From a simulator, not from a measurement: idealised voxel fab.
Process module name: voxel transistor to metal
Square cells of 5 nm make up the cross-section cut, whose width is 160 nm.
Notation: cross-section as square-cell grid; stated in bands, top first, going down; one or more cell rows per band.
Look at the band entry: it leads with the top's height and the bottom's height in nm. Then it lists the materials left to right, with a width in nm for each. The word "everywhere" on a single material says that material fills the band edge to edge. The word "empty" is empty space.
Zero point of the height axis is 0; under it, received wafer = one material. Lowest band: continues down indefinitely, "0 -> down".
The width entry "30..40" should be interpreted row by row: the top row of cells in the band takes the first number, the bottom row takes the second number, and the change between adjacent rows is uniform throughout.
Step marked "everything unchanged"? Then no cell in the cross-section changed in it.
Closed empty spaces (no open way to the top) of 8 cells or more are what "Fully closed voids" lists, each as width x height at distance from the left edge, nm for all three.
The remark found on a step's line after its settings is issued by the simulator itself and pertains to that step.
Regarding "overlay nm": on a step with a mask, it is the distance the mask lay to the right of its planned place; a negative value places it to the left.

### The steps planned for the process are as follows
1. RECEIVE (material Si)
2. CONFORMAL_DEP (material SiO2; thk nm 5)
3. CONFORMAL_DEP (material SiN; thk nm 10)
4. PATTERN (tone cover; mask id ACTIVE; material resist; width nm 100; thk nm 20; overlay nm 0)
5. DIRECTIONAL_ETCH (etch materials SiN; depth nm 10)
6. DIRECTIONAL_ETCH (etch materials SiO2; depth nm 5)
7. DIRECTIONAL_ETCH (etch materials Si; depth nm 30)
8. STRIP (etch materials resist)
9. OXIDIZE (depth nm 5)
10. FILL_DEP (material SiO2; thk nm 15)
11. CMP (height nm 15)
12. SELECTIVE_ETCH (etch materials SiO2; depth nm 5)
13. STRIP (etch materials SiN)
14. SELECTIVE_ETCH (etch materials SiO2; depth nm 5)
15. OXIDIZE (depth nm 5)
16. DIRECTIONAL_DEP (material polySi; thk nm 25)
17. DIRECTIONAL_DEP (material SiCN; thk nm 15)
18. DIRECTIONAL_DEP (material aC; thk nm 15)
19. PATTERN (tone cover; mask id GATE; material resist; width nm 30; thk nm 30; overlay nm 0)
20. DIRECTIONAL_ETCH (etch materials aC; depth nm 15)
21. STRIP (etch materials resist)
22. DIRECTIONAL_ETCH (etch materials SiCN; depth nm 25)
23. DIRECTIONAL_ETCH (etch materials polySi; depth nm 35)
24. STRIP (etch materials aC)
25. CONFORMAL_DEP (material SiN; thk nm 5)
26. DIRECTIONAL_ETCH (etch materials SiN; depth nm 5)
27. DIRECTIONAL_ETCH (etch materials SiO2; depth nm 5)
28. DIRECTIONAL_ETCH (etch materials Si; depth nm 15)
29. EPI (material pSi; thk nm 15)
30. FILL_DEP (material SiO2; thk nm 10)
31. CMP (height nm 25)
32. STRIP (etch materials polySi)
33. SELECTIVE_ETCH (etch materials SiO2; depth nm 5)
34. CONFORMAL_DEP (material HfO2; thk nm 5)
35. CONFORMAL_DEP (material TiN; thk nm 5)
36. FILL_DEP (material W; thk nm 5)
37. CMP (height nm 20)
38. DIRECTIONAL_DEP (material SiO2; thk nm 10)
39. MASKED_ETCH (tone open; mask id CONTACT; width nm 15; pitch nm 75; etch materials SiO2; depth nm 35; overlay nm 0)
40. CONFORMAL_DEP (material TiN; thk nm 5)
41. FILL_DEP (material Ru; thk nm 5)
42. CMP (height nm 30)
43. CONFORMAL_DEP (material SiN; thk nm 5)
44. DIRECTIONAL_DEP (material SiO2; thk nm 25)
45. PATTERN (tone open; mask id METAL_1; material resist; width nm 15; pitch nm 75; thk nm 20; overlay nm 0)
46. DIRECTIONAL_ETCH (etch materials SiO2; depth nm 25)
47. DIRECTIONAL_ETCH (etch materials SiN; depth nm 5)
48. STRIP (etch materials resist)
49. CONFORMAL_DEP (material TiN; thk nm 5)
50. FILL_DEP (material Cu; thk nm 10)
51. CMP (height nm 60)
52. EPI (material Ru; thk nm 5)
53. FILL_DEP (material SiCN; thk nm 5)

### Cross-section of the wafer as it came to us, i.e., already through step 1
0 -> down  Si everywhere
Fully closed voids: none

### Figure: cross-sectional view of the wafer upon completion of the module, processed from the initial state and according to the plan depicted above, with one error introduced during execution
80 -> 75  SiCN everywhere
75 -> 70  Ru everywhere
70 -> 65  Cu everywhere
65 -> 60  TiN 40, Cu 5, TiN 70, Cu 5, TiN 40
60 -> 35  SiO2 35, TiN 5, Cu 5, TiN 5, SiO2 60, TiN 5, Cu 5, TiN 5, SiO2 35
35 -> 30  SiN 35, TiN 15, SiN 60, TiN 15, SiN 35
30 -> 20  SiO2 35, TiN 5, Ru 5, TiN 5, SiO2 60, TiN 5, Ru 5, TiN 5, SiO2 35
20 -> 15  SiO2 35, TiN 5, Ru 5, TiN 5, SiO2 10, SiN 5, HfO2 5, TiN 5, W 10, TiN 5, HfO2 5, SiN 5, SiO2 10, TiN 5, Ru 5, TiN 5, SiO2 35
15 -> 10  SiO2 35, TiN 15, SiO2 10, SiN 5, HfO2 5, TiN 5, W 10, TiN 5, HfO2 5, SiN 5, SiO2 10, TiN 15, SiO2 35
10 -> 5  SiO2 35, TiN 10, pSi 15, SiN 5, HfO2 5, TiN 5, W 10, TiN 5, HfO2 5, SiN 5, pSi 15, TiN 10, SiO2 35
5 -> 0  SiO2 25, SiN 5, SiO2 5, TiN 10, pSi 15, SiN 5, HfO2 5, TiN 20, HfO2 5, SiN 5, pSi 15, TiN 10, SiO2 5, SiN 5, SiO2 25
0 -> -5  SiO2 35, TiN 10, pSi 15, HfO2 40, pSi 15, TiN 10, SiO2 35
-5 -> -20  SiO2 35, pSi 25, Si 40, pSi 25, SiO2 35
-20 -> -35  SiO2 35, Si 90, SiO2 35
-35 -> down  Si everywhere
Fully closed voids: none
Plan not followed: for step 51, the planned setting was not used; the step was instead run as CMP (height nm 70)
